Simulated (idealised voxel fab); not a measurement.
This section sets out a process module, namely voxel quadruple lines.
cross-section cut | 245 nm wide | cells 5 nm
A cross-section is a grid of square cells, given in bands from the top down. A band is one or more rows of cells. In this notation a band is specified by the heights of its top and bottom, in that order and in nm, after which its materials appear from left to right, each paired with its width in nm. The word "full width" attached to a single material means that material fills the band from edge to edge; the word "air" stands for empty space. A quick word on heights: they are counted from 0, and under that level the wafer as it came to us is one material throughout. The lowest band is different from the rest in having no bottom; it simply continues downward, written as in "top 0, no bottom". A two-number width, for instance "30 to 40", indicates that the width is equal to the first number in the top row of the band and to the second number in the bottom row, and that it changes by a constant amount per row of cells. "no change occurred" -> step changed no cross-section cell. The list in "Closed cavities" covers empty spaces of 8 cells or more that cannot reach the top through any open way, and it gives each as width x height at distance; the distance is from the left edge, and width, height and distance are in nm. Note: text after step settings on the step line = simulator remark on that step. "overlay nm", when on a step's line for a step with a mask, measures how far to the right of its planned place the mask lay; a negative measure means to the left.
PROCESS STEPS FORESEEN IN THE PLAN
step 1: RECEIVE: material Si
step 2: CONFORMAL_DEP: material Al2O3, thk nm 5
step 3: DIRECTIONAL_DEP: material Ru, thk nm 10
step 4: DIRECTIONAL_DEP: material polySi, thk nm 15
step 5: DIRECTIONAL_DEP: material aC, thk nm 25
step 6: PATTERN: tone cover, mask id MANDREL, material resist, width nm 25, pitch nm 100, thk nm 30, overlay nm 0
step 7: DIRECTIONAL_ETCH: etch materials aC, depth nm 25
step 8: STRIP: etch materials resist
step 9: CONFORMAL_DEP: material SiO2, thk nm 15
step 10: DIRECTIONAL_ETCH: etch materials SiO2, depth nm 15
step 11: STRIP: etch materials aC
step 12: DIRECTIONAL_ETCH: etch materials polySi, depth nm 15
step 13: STRIP: etch materials SiO2
step 14: CONFORMAL_DEP: material SiN, thk nm 10
step 15: DIRECTIONAL_ETCH: etch materials SiN, depth nm 10
step 16: STRIP: etch materials polySi
step 17: DIRECTIONAL_ETCH: etch materials Ru, depth nm 10
step 18: STRIP: etch materials SiN
step 19: FILL_DEP: material SiO2, thk nm 5
step 20: CMP: height nm 15
varied across the wafers: width nm of step 6. The plan shows the first wafer's value. All wafers start alike
CROSS-SECTION, FIRST OF SEVERAL WAFERS, AS DELIVERED AFTER STEP 1
    top 0, no bottom  Si full width
    Closed cavities: none
EVERY ROW IN THIS TABLE IS A WAFER AT THE END OF THE MODULE, AND IT GIVES, FOR EACH OF THE MATERIALS, THE CELLS THAT WAFER HAS GAINED (+) OR LOST (-) SINCE IT WAS RECEIVED, THEN ITS CLOSED VOIDS
width nm 25 | +49 Al2O3 | +32 Ru | +66 SiO2 | Closed cavities: none
width nm 30 | +49 Al2O3 | +32 Ru | +66 SiO2 | Closed cavities: none
width nm 35 | +49 Al2O3 | +32 Ru | +66 SiO2 | Closed cavities: none
width nm 40 | +49 Al2O3 | +32 Ru | +66 SiO2 | Closed cavities: none
width nm 45 | +49 Al2O3 | +32 Ru | +66 SiO2 | Closed cavities: none
width nm 50 | +49 Al2O3 | +32 Ru | +66 SiO2 | Closed cavities: none
